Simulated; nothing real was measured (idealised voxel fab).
process module | voxel transistor to metal
cross-section cut | 165 nm wide | cells 5 nm
A cross-section is a grid of square cells, given in bands from the top down. A band is one or more rows of cells.
Each band's line starts with the height of the band's top and of its bottom, in nm. Then come its materials from left to right, each with its width in nm. One material with "throughout" fills the band from edge to edge. "air" is empty space.
Height 0 is the level under which the wafer as received is all one material. The lowest band goes on downwards, as in "0 down".
A width such as "30 to 40" changes by the same amount from each row of cells to the next, from the band's top row to its bottom row.
"no change" after a step means that no cell of the cross-section changed.
closed voids: empty space of 8 cells or more with no open way to the top, each as width x height at its distance from the left edge, in nm
after a step's settings: what the simulator itself notes on the step
overlay nm, on a step with a mask: how far to the right of its planned place the mask lay; to the left if negative
plan
1 op RECEIVE | material Si
2 op OXIDIZE | depth nm 5
3 op CONFORMAL_DEP | material SiN | thk nm 15
4 op DIRECTIONAL_DEP | material aC | thk nm 10
5 op PATTERN | tone cover | mask id ACTIVE | material resist | width nm 110 | thk nm 25 | overlay nm 0
6 op DIRECTIONAL_ETCH | etch materials aC | depth nm 10
7 op STRIP | etch materials resist
8 op DIRECTIONAL_ETCH | etch materials SiN | depth nm 15
9 op DIRECTIONAL_ETCH | etch materials SiO2 | depth nm 5
10 op DIRECTIONAL_ETCH | etch materials Si | depth nm 25
11 op STRIP | etch materials aC
12 op FILL_DEP | material SiO2 | thk nm 5
13 op CMP | height nm 15
14 op SELECTIVE_ETCH | etch materials SiO2 | depth nm 10
15 op STRIP | etch materials SiN
16 op SELECTIVE_ETCH | etch materials SiO2 | depth nm 5
17 op OXIDIZE | depth nm 5
18 op DIRECTIONAL_DEP | material polySi | thk nm 30
19 op DIRECTIONAL_DEP | material SiCN | thk nm 15
20 op MASKED_ETCH | tone cover | mask id GATE | width nm 20 | etch materials SiCN | depth nm 25 | overlay nm 0
21 op MASKED_ETCH | tone cover | mask id GATE | width nm 20 | etch materials polySi | depth nm 40 | overlay nm 0
22 op CONFORMAL_DEP | material SiO2 | thk nm 5
23 op DIRECTIONAL_ETCH | etch materials SiO2 | depth nm 5
24 op CONFORMAL_DEP | material SiN | thk nm 10
25 op DIRECTIONAL_ETCH | etch materials SiN | depth nm 10
26 op DIRECTIONAL_ETCH | etch materials SiO2 | depth nm 5
27 op EPI | material pSi | thk nm 5
28 op FILL_DEP | material SiO2 | thk nm 5
29 op CMP | height nm 40
30 op DIRECTIONAL_DEP | material SiO2 | thk nm 15
31 op PATTERN | tone open | mask id CONTACT | material resist | width nm 20 | pitch nm 80 | thk nm 20 | overlay nm 0
32 op DIRECTIONAL_ETCH | etch materials SiO2 | depth nm 60
33 op STRIP | etch materials resist
34 op CONFORMAL_DEP | material TiN | thk nm 5
35 op FILL_DEP | material Ru | thk nm 5
36 op CMP | height nm 55
37 op DIRECTIONAL_DEP | material TiN | thk nm 5
38 op DIRECTIONAL_DEP | material W | thk nm 15
39 op PATTERN | tone cover | mask id METAL_1 | material resist | width nm 20 | pitch nm 80 | thk nm 20 | overlay nm 0
40 op DIRECTIONAL_ETCH | etch materials W | depth nm 15
41 op DIRECTIONAL_ETCH | etch materials TiN | depth nm 5
42 op STRIP | etch materials resist
43 op FILL_DEP | material SiO2 | thk nm 10
44 op CMP | height nm 75
45 op CONFORMAL_DEP | material SiCN | thk nm 5
46 op DIRECTIONAL_DEP | material lowk | thk nm 30
47 op PATTERN | tone open | mask id METAL_2_HOLES | material resist | width nm 15 | pitch nm 80 | thk nm 15 | overlay nm 0
48 op DIRECTIONAL_ETCH | etch materials lowk | depth nm 30
49 op STRIP | etch materials resist
50 op DIRECTIONAL_DEP | material aC | thk nm 10
51 op PATTERN | tone open | mask id METAL_2 | material resist | width nm 20 | pitch nm 80 | thk nm 30 | overlay nm 0
52 op DIRECTIONAL_ETCH | etch materials aC | depth nm 10
53 op STRIP | etch materials resist
54 op DIRECTIONAL_ETCH | etch materials lowk | depth nm 15
55 op DIRECTIONAL_ETCH | etch materials SiCN | depth nm 5
56 op STRIP | etch materials aC
57 op CONFORMAL_DEP | material TiN | thk nm 5
58 op FILL_DEP | material Cu | thk nm 10
59 op CMP | height nm 110
60 op CONFORMAL_DEP | material SiN | thk nm 5
as received, after step 1
  0 down: Si throughout
  closed voids: none
first wafer at the end, as planned
  115 to 110: SiN throughout
  110 to 100: lowk 30 | TiN 5 | Cu 10 | TiN 5 | lowk 60 | TiN 5 | Cu 10 | TiN 5 | lowk 35
  100 to 95: lowk 30 | TiN 5 | Cu 5 | TiN 10 | lowk 60 | TiN 5 | Cu 5 | TiN 10 | lowk 35
  95 to 80: lowk 30 | TiN 5 | Cu 5 | TiN 5 | lowk 65 | TiN 5 | Cu 5 | TiN 5 | lowk 40
  80 to 75: SiCN 30 | TiN 15 | SiCN 65 | TiN 15 | SiCN 40
  75 to 60: SiO2 30 | W 20 | SiO2 60 | W 20 | SiO2 35
  60 to 55: SiO2 30 | TiN 20 | SiO2 60 | TiN 20 | SiO2 35
  55 to 40: SiO2 30 | TiN 5 | Ru 10 | TiN 5 | SiO2 60 | TiN 5 | Ru 10 | TiN 5 | SiO2 35
  40 to 25: SiO2 30 | TiN 5 | Ru 10 | TiN 5 | SiO2 5 | SiN 10 | SiO2 5 | SiCN 20 | SiO2 5 | SiN 10 | SiO2 5 | TiN 5 | Ru 10 | TiN 5 | SiO2 35
  25 to 5: SiO2 30 | TiN 5 | Ru 10 | TiN 5 | SiO2 5 | SiN 10 | SiO2 5 | polySi 20 | SiO2 5 | SiN 10 | SiO2 5 | TiN 5 | Ru 10 | TiN 5 | SiO2 35
  5 to 0: SiO2 30 | TiN 10 | Ru 5 | TiN 5 | SiO2 5 | SiN 10 | SiO2 5 | polySi 20 | SiO2 5 | SiN 10 | SiO2 5 | TiN 5 | Ru 5 | TiN 10 | SiO2 35
  0 to -5: SiO2 25 | SiN 10 | TiN 15 | SiO2 5 | SiN 10 | SiO2 5 | polySi 20 | SiO2 5 | SiN 10 | SiO2 5 | TiN 15 | SiN 10 | SiO2 30
  -5 to -10: SiO2 35 | pSi 20 | SiO2 50 | pSi 20 | SiO2 40
  -10 to -30: SiO2 25 | Si 110 | SiO2 30
  -30 down: Si throughout
  closed voids: none
second wafer at the end: like start, like plan, one mistake
  115 to 110: SiN throughout
  110 to 100: lowk 30 | TiN 5 | Cu 10 | TiN 5 | lowk 60 | TiN 5 | Cu 10 | TiN 5 | lowk 35
  100 to 95: lowk 30 | TiN 5 | Cu 5 | TiN 10 | lowk 60 | TiN 5 | Cu 5 | TiN 10 | lowk 35
  95 to 80: lowk 30 | TiN 5 | Cu 5 | TiN 5 | lowk 65 | TiN 5 | Cu 5 | TiN 5 | lowk 40
  80 to 75: SiCN 30 | TiN 15 | SiCN 65 | TiN 15 | SiCN 40
  75 to 60: SiO2 30 | W 20 | SiO2 60 | W 20 | SiO2 35
  60 to 55: SiO2 30 | TiN 20 | SiO2 60 | TiN 20 | SiO2 35
  55 to 40: SiO2 30 | TiN 5 | Ru 10 | TiN 5 | SiO2 60 | TiN 5 | Ru 10 | TiN 5 | SiO2 35
  40 to 25: SiO2 30 | TiN 5 | Ru 10 | TiN 5 | SiO2 20 | SiCN 20 | SiO2 20 | TiN 5 | Ru 10 | TiN 5 | SiO2 35
  25 to 0: SiO2 30 | TiN 5 | Ru 10 | TiN 5 | SiO2 20 | polySi 20 | SiO2 20 | TiN 5 | Ru 10 | TiN 5 | SiO2 35
  0 to -5: SiO2 30 | TiN 20 | SiO2 20 | polySi 20 | SiO2 20 | TiN 20 | SiO2 35
  -5 to -10: SiO2 25 | pSi 40 | SiO2 30 | pSi 40 | SiO2 30
  -10 to -30: SiO2 25 | Si 110 | SiO2 30
  -30 down: Si throughout
  closed voids: none
what went wrong: step 24 was left out
at the end the second wafer has, in cells: 2 more of Ru | 40 fewer of SiN | 30 more of SiO2 | 8 more of pSi
